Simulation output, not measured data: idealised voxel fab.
Process module in this document: voxel quadruple lines
Section cut is 190 nm wide and gridded with 5 nm square cells.
Bands, listed from the top down, are how a cross-section gets written in this document; the cross-section itself is a grid of square cells, and a band is one or more rows of them. Heads up on the band format: heights come first, top then bottom, in nm. After that it's the materials left to right, each with its width in nm. A single material flagged "full width" fills the whole band edge to edge, and "blank" means there's empty space there. Measure heights from 0. That's the level where, below it, the as-received wafer is all one material. The lowest band is bottomless and extends downward; write it as in "0 down". A two-number width, for instance "30 to 40", indicates that the width is equal to the first number in the top row of the band and to the second number in the bottom row, and that it changes by a constant amount per row of cells. The cross-section has no changed cell in any step marked "left unchanged". Enclosed voids (no open way to top), threshold 8 cells or more, entry "Cavities, sealed", notation width x height at distance, distance from left edge, nm. On a step's line, text after the settings is the simulator commenting on that step. For masked steps, "overlay nm" on the step line gives how far right of plan the mask actually lay; a minus sign means it lay to the left.
Process steps (planned)
1) RECEIVE with material Si
2) CONFORMAL_DEP with material SiO2, thk nm 10
3) DIRECTIONAL_DEP with material W, thk nm 15
4) DIRECTIONAL_DEP with material polySi, thk nm 15
5) DIRECTIONAL_DEP with material aC, thk nm 25
6) PATTERN with tone cover, mask id MANDREL, material resist, width nm 20, pitch nm 60, thk nm 30, overlay nm 0
7) DIRECTIONAL_ETCH with etch materials aC, depth nm 25
8) STRIP with etch materials resist
9) CONFORMAL_DEP with material SiO2, thk nm 10
10) DIRECTIONAL_ETCH with etch materials SiO2, depth nm 10
11) STRIP with etch materials aC
12) DIRECTIONAL_ETCH with etch materials polySi, depth nm 15
13) STRIP with etch materials SiO2
14) CONFORMAL_DEP with material SiCN, thk nm 5
15) DIRECTIONAL_ETCH with etch materials SiCN, depth nm 5
16) STRIP with etch materials polySi
17) DIRECTIONAL_ETCH with etch materials W, depth nm 15
18) STRIP with etch materials SiCN
Cross-section of the wafer upon arrival, representing the state reached after step 1
	0 down  Si full width
	Cavities, sealed: none
First wafer of two, sectioned at end of module; run went per plan
	25 to 10  blank=40; W=5; blank=10; W=5; blank=10; W=5; blank=10; W=5; blank=10; W=5; blank=10; W=5; blank=10; W=5; blank=10; W=5; blank=40
	10 to 0  SiO2 full width
	0 down  Si full width
	Cavities, sealed: none
Cross-section of the latter of the two wafers at module completion. It had an identical start and an identical plan to the former; in running it, one mistake was made
	25 to 10  blank=50; W=5; blank=20; W=5; blank=30; W=5; blank=20; W=5; blank=50
	10 to 0  SiO2 full width
	0 down  Si full width
	Cavities, sealed: none
The plan and the run diverged here: contrary to plan, step 6 was performed as PATTERN with tone open, mask id MANDREL, material resist, width nm 20, pitch nm 60, thk nm 30, overlay nm 0
Final tally in cells, some materials are higher or lower on the second wafer than on the first: -12 W
